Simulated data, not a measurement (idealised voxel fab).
process module | voxel capacitor over wiring
cross-section cut | 285 nm wide | cells 5 nm
A cross-section is a grid of square cells, given in bands from the top down. A band is one or more rows of cells.
Each band's line starts with the height of the band's top and of its bottom, in nm. Then come its materials from left to right, each with its width in nm. One material with "throughout" fills the band from edge to edge. "air" is empty space.
Height 0 is the level under which the wafer as received is all one material. The lowest band goes on downwards, as in "0 down".
A width such as "30 to 40" changes by the same amount from each row of cells to the next, from the band's top row to its bottom row.
"no change" after a step means that no cell of the cross-section changed.
closed voids: empty space of 8 cells or more with no open way to the top, each as width x height at its distance from the left edge, in nm
after a step's settings: what the simulator itself notes on the step
overlay nm, on a step with a mask: how far to the right of its planned place the mask lay; to the left if negative
plan
1 op RECEIVE | material Si
2 op CONFORMAL_DEP | material SiO2 | thk nm 10
3 op CONFORMAL_DEP | material SiN | thk nm 5
4 op DIRECTIONAL_DEP | material SiO2 | thk nm 20
5 op MASKED_ETCH | tone open | mask id METAL_1 | width nm 30 | pitch nm 80 | etch materials SiO2 | depth nm 20 | overlay nm 0
6 op MASKED_ETCH | tone open | mask id METAL_1 | width nm 30 | pitch nm 80 | etch materials SiN | depth nm 5 | overlay nm 0
7 op CONFORMAL_DEP | material TiN | thk nm 5
8 op FILL_DEP | material W | thk nm 10
9 op CMP | height nm 35
10 op CONFORMAL_DEP | material SiCN | thk nm 5
11 op DIRECTIONAL_DEP | material lowk | thk nm 20
12 op PATTERN | tone open | mask id PLUG_1 | material resist | width nm 15 | thk nm 20 | overlay nm 0
13 op DIRECTIONAL_ETCH | etch materials lowk | depth nm 20
14 op DIRECTIONAL_ETCH | etch materials SiCN | depth nm 5
15 op STRIP | etch materials resist
16 op CONFORMAL_DEP | material TiN | thk nm 5
17 op FILL_DEP | material Cu | thk nm 10
18 op CMP | height nm 60
19 op DIRECTIONAL_DEP | material TiN | thk nm 5
20 op DIRECTIONAL_DEP | material SiN | thk nm 5
21 op DIRECTIONAL_DEP | material TiN | thk nm 10
22 op MASKED_ETCH | tone cover | mask id UPPER_PLATE | width nm 55 | etch materials TiN | depth nm 10 | overlay nm 0
23 op MASKED_ETCH | tone cover | mask id UPPER_PLATE | width nm 55 | etch materials SiN | depth nm 5 | overlay nm 0
24 op DIRECTIONAL_DEP | material aC | thk nm 10
25 op PATTERN | tone cover | mask id LOWER_PLATE | material resist | width nm 65 | thk nm 30 | overlay nm 0
26 op DIRECTIONAL_ETCH | etch materials aC | depth nm 10
27 op STRIP | etch materials resist
28 op DIRECTIONAL_ETCH | etch materials TiN | depth nm 5
29 op STRIP | etch materials aC
30 op FILL_DEP | material SiO2 | thk nm 15
31 op CMP | height nm 90
32 op MASKED_ETCH | tone open | mask id PLUG_2 | width nm 15 | etch materials SiO2 | depth nm 10 | overlay nm 0
33 op CONFORMAL_DEP | material TiN | thk nm 5
34 op FILL_DEP | material Ru | thk nm 5
35 op CMP | height nm 90
36 op CONFORMAL_DEP | material SiN | thk nm 5
first wafer, as planned
as received, after step 1
  0 down: Si throughout
  closed voids: none
after step 2
  10 to 0: SiO2 throughout
  below 0: unchanged
after step 3
  15 to 10: SiN throughout
  below 10: unchanged
after step 4
  35 to 15: SiO2 throughout
  below 15: unchanged
after step 5
  35 to 15: SiO2 85 | air 30 | SiO2 50 | air 30 | SiO2 90
  below 15: unchanged
after step 6
  35 to 15: SiO2 85 | air 30 | SiO2 50 | air 30 | SiO2 90
  15 to 10: SiN 85 | air 30 | SiN 50 | air 30 | SiN 90
  below 10: unchanged
after step 7
  40 to 35: TiN 90 | air 20 | TiN 60 | air 20 | TiN 95
  35 to 15: SiO2 85 | TiN 5 | air 20 | TiN 5 | SiO2 50 | TiN 5 | air 20 | TiN 5 | SiO2 90
  15 to 10: SiN 85 | TiN 30 | SiN 50 | TiN 30 | SiN 90
  below 10: unchanged
after step 8
  50 to 40: W throughout
  40 to 35: TiN 90 | W 20 | TiN 60 | W 20 | TiN 95
  35 to 15: SiO2 85 | TiN 5 | W 20 | TiN 5 | SiO2 50 | TiN 5 | W 20 | TiN 5 | SiO2 90
  below 15: unchanged
after step 9
  35 to 15: SiO2 85 | TiN 5 | W 20 | TiN 5 | SiO2 50 | TiN 5 | W 20 | TiN 5 | SiO2 90
  below 15: unchanged
after step 10
  40 to 35: SiCN throughout
  below 35: unchanged
after step 11
  60 to 40: lowk throughout
  below 40: unchanged
after step 12
  80 to 60: resist 100 | air 15 | resist 170
  below 60: unchanged
after step 13
  80 to 60: resist 100 | air 15 | resist 170
  60 to 40: lowk 100 | air 15 | lowk 170
  below 40: unchanged
after step 14
  80 to 60: resist 100 | air 15 | resist 170
  60 to 40: lowk 100 | air 15 | lowk 170
  40 to 35: SiCN 100 | air 15 | SiCN 170
  below 35: unchanged
after step 15
  60 to 40: lowk 100 | air 15 | lowk 170
  below 40: unchanged
after step 16
  65 to 60: TiN 105 | air 5 | TiN 175
  60 to 40: lowk 100 | TiN 5 | air 5 | TiN 5 | lowk 170
  40 to 35: SiCN 100 | TiN 15 | SiCN 170
  below 35: unchanged
after step 17
  75 to 65: Cu throughout
  65 to 60: TiN 105 | Cu 5 | TiN 175
  60 to 40: lowk 100 | TiN 5 | Cu 5 | TiN 5 | lowk 170
  below 40: unchanged
after step 18
  60 to 40: lowk 100 | TiN 5 | Cu 5 | TiN 5 | lowk 170
  below 40: unchanged
after step 19
  65 to 60: TiN throughout
  below 60: unchanged
after step 20
  70 to 65: SiN throughout
  below 65: unchanged
after step 21
  80 to 70: TiN throughout
  below 70: unchanged
after step 22
  80 to 70: air 100 | TiN 55 | air 130
  below 70: unchanged
after step 23
  80 to 70: air 100 | TiN 55 | air 130
  70 to 65: air 100 | SiN 55 | air 130
  below 65: unchanged
after step 24
  90 to 80: air 100 | aC 55 | air 130
  80 to 75: air 100 | TiN 55 | air 130
  75 to 70: aC 100 | TiN 55 | aC 130
  70 to 65: aC 100 | SiN 55 | aC 130
  below 65: unchanged
after step 25
  120 to 90: air 95 | resist 65 | air 125
  90 to 80: air 95 | resist 5 | aC 55 | resist 5 | air 125
  80 to 75: air 95 | resist 5 | TiN 55 | resist 5 | air 125
  below 75: unchanged
after step 26
  110 to 90: air 95 | resist 65 | air 125
  90 to 80: air 95 | resist 5 | aC 55 | resist 5 | air 125
  80 to 75: air 95 | resist 5 | TiN 55 | resist 5 | air 125
  75 to 70: air 95 | aC 5 | TiN 55 | aC 5 | air 125
  70 to 65: air 95 | aC 5 | SiN 55 | aC 5 | air 125
  below 65: unchanged
after step 27
  90 to 80: air 100 | aC 55 | air 130
  80 to 75: air 100 | TiN 55 | air 130
  below 75: unchanged
after step 28
  90 to 80: air 100 | aC 55 | air 130
  80 to 75: air 100 | TiN 55 | air 130
  75 to 70: air 95 | aC 5 | TiN 55 | aC 5 | air 125
  70 to 65: air 95 | aC 5 | SiN 55 | aC 5 | air 125
  65 to 60: air 95 | TiN 65 | air 125
  below 60: unchanged
after step 29
  80 to 70: air 100 | TiN 55 | air 130
  70 to 65: air 100 | SiN 55 | air 130
  below 65: unchanged
after step 30
  95 to 80: SiO2 throughout
  80 to 70: SiO2 100 | TiN 55 | SiO2 130
  70 to 65: SiO2 100 | SiN 55 | SiO2 130
  65 to 60: SiO2 95 | TiN 65 | SiO2 125
  below 60: unchanged
after step 31
  90 to 80: SiO2 throughout
  below 80: unchanged
after step 32
  90 to 80: SiO2 110 | air 15 | SiO2 160
  below 80: unchanged
after step 33
  95 to 90: TiN 115 | air 5 | TiN 165
  90 to 85: SiO2 110 | TiN 5 | air 5 | TiN 5 | SiO2 160
  85 to 80: SiO2 110 | TiN 15 | SiO2 160
  below 80: unchanged
after step 34
  100 to 95: Ru throughout
  95 to 90: TiN 115 | Ru 5 | TiN 165
  90 to 85: SiO2 110 | TiN 5 | Ru 5 | TiN 5 | SiO2 160
  below 85: unchanged
after step 35
  90 to 85: SiO2 110 | TiN 5 | Ru 5 | TiN 5 | SiO2 160
  below 85: unchanged
after step 36
  95 to 90: SiN throughout
  below 90: unchanged
second wafer: like start, like plan, one mistake. Through step 2 it matches the first wafer
when step 3 should have ended
  30 to 0: SiO2 throughout
  below 0: unchanged
when step 4 should have ended
  35 to 30: SiN throughout
  below 30: unchanged
when step 5 should have ended: no change
when step 6 should have ended
  35 to 30: SiN 85 | air 30 | SiN 50 | air 30 | SiN 90
  below 30: unchanged
when step 7 should have ended
  40 to 35: TiN 90 | air 20 | TiN 60 | air 20 | TiN 95
  35 to 30: SiN 85 | TiN 30 | SiN 50 | TiN 30 | SiN 90
  below 30: unchanged
when step 8 should have ended
  50 to 40: W throughout
  40 to 35: TiN 90 | W 20 | TiN 60 | W 20 | TiN 95
  below 35: unchanged
when step 9 should have ended
  35 to 30: SiN 85 | TiN 30 | SiN 50 | TiN 30 | SiN 90
  below 30: unchanged
when step 10 should have ended
  40 to 35: SiCN throughout
  below 35: unchanged
when step 11 should have ended
  60 to 40: lowk throughout
  below 40: unchanged
when step 12 should have ended
  80 to 60: resist 100 | air 15 | resist 170
  below 60: unchanged
when step 13 should have ended
  80 to 60: resist 100 | air 15 | resist 170
  60 to 40: lowk 100 | air 15 | lowk 170
  below 40: unchanged
when step 14 should have ended
  80 to 60: resist 100 | air 15 | resist 170
  60 to 40: lowk 100 | air 15 | lowk 170
  40 to 35: SiCN 100 | air 15 | SiCN 170
  below 35: unchanged
when step 15 should have ended
  60 to 40: lowk 100 | air 15 | lowk 170
  below 40: unchanged
when step 16 should have ended
  65 to 60: TiN 105 | air 5 | TiN 175
  60 to 40: lowk 100 | TiN 5 | air 5 | TiN 5 | lowk 170
  40 to 35: SiCN 100 | TiN 15 | SiCN 170
  below 35: unchanged
when step 17 should have ended
  75 to 65: Cu throughout
  65 to 60: TiN 105 | Cu 5 | TiN 175
  60 to 40: lowk 100 | TiN 5 | Cu 5 | TiN 5 | lowk 170
  below 40: unchanged
when step 18 should have ended
  60 to 40: lowk 100 | TiN 5 | Cu 5 | TiN 5 | lowk 170
  below 40: unchanged
when step 19 should have ended
  65 to 60: TiN throughout
  below 60: unchanged
when step 20 should have ended
  70 to 65: SiN throughout
  below 65: unchanged
when step 21 should have ended
  80 to 70: TiN throughout
  below 70: unchanged
when step 22 should have ended
  80 to 70: air 100 | TiN 55 | air 130
  below 70: unchanged
when step 23 should have ended
  80 to 70: air 100 | TiN 55 | air 130
  70 to 65: air 100 | SiN 55 | air 130
  below 65: unchanged
when step 24 should have ended
  90 to 80: air 100 | aC 55 | air 130
  80 to 75: air 100 | TiN 55 | air 130
  75 to 70: aC 100 | TiN 55 | aC 130
  70 to 65: aC 100 | SiN 55 | aC 130
  below 65: unchanged
when step 25 should have ended
  120 to 90: air 95 | resist 65 | air 125
  90 to 80: air 95 | resist 5 | aC 55 | resist 5 | air 125
  80 to 75: air 95 | resist 5 | TiN 55 | resist 5 | air 125
  below 75: unchanged
when step 26 should have ended
  110 to 90: air 95 | resist 65 | air 125
  90 to 80: air 95 | resist 5 | aC 55 | resist 5 | air 125
  80 to 75: air 95 | resist 5 | TiN 55 | resist 5 | air 125
  75 to 70: air 95 | aC 5 | TiN 55 | aC 5 | air 125
  70 to 65: air 95 | aC 5 | SiN 55 | aC 5 | air 125
  below 65: unchanged
when step 27 should have ended
  90 to 80: air 100 | aC 55 | air 130
  80 to 75: air 100 | TiN 55 | air 130
  below 75: unchanged
when step 28 should have ended
  90 to 80: air 100 | aC 55 | air 130
  80 to 75: air 100 | TiN 55 | air 130
  75 to 70: air 95 | aC 5 | TiN 55 | aC 5 | air 125
  70 to 65: air 95 | aC 5 | SiN 55 | aC 5 | air 125
  65 to 60: air 95 | TiN 65 | air 125
  below 60: unchanged
when step 29 should have ended
  80 to 70: air 100 | TiN 55 | air 130
  70 to 65: air 100 | SiN 55 | air 130
  below 65: unchanged
when step 30 should have ended
  95 to 80: SiO2 throughout
  80 to 70: SiO2 100 | TiN 55 | SiO2 130
  70 to 65: SiO2 100 | SiN 55 | SiO2 130
  65 to 60: SiO2 95 | TiN 65 | SiO2 125
  below 60: unchanged
when step 31 should have ended
  90 to 80: SiO2 throughout
  below 80: unchanged
when step 32 should have ended
  90 to 80: SiO2 110 | air 15 | SiO2 160
  below 80: unchanged
when step 33 should have ended
  95 to 90: TiN 115 | air 5 | TiN 165
  90 to 85: SiO2 110 | TiN 5 | air 5 | TiN 5 | SiO2 160
  85 to 80: SiO2 110 | TiN 15 | SiO2 160
  below 80: unchanged
when step 34 should have ended
  100 to 95: Ru throughout
  95 to 90: TiN 115 | Ru 5 | TiN 165
  90 to 85: SiO2 110 | TiN 5 | Ru 5 | TiN 5 | SiO2 160
  below 85: unchanged
when step 35 should have ended
  90 to 85: SiO2 110 | TiN 5 | Ru 5 | TiN 5 | SiO2 160
  below 85: unchanged
when step 36 should have ended
  95 to 90: SiN throughout
  below 90: unchanged
what went wrong: steps 3 and 4 were swapped
at the end the second wafer has, in cells: 48 more of SiO2 | 16 fewer of TiN | 32 fewer of W
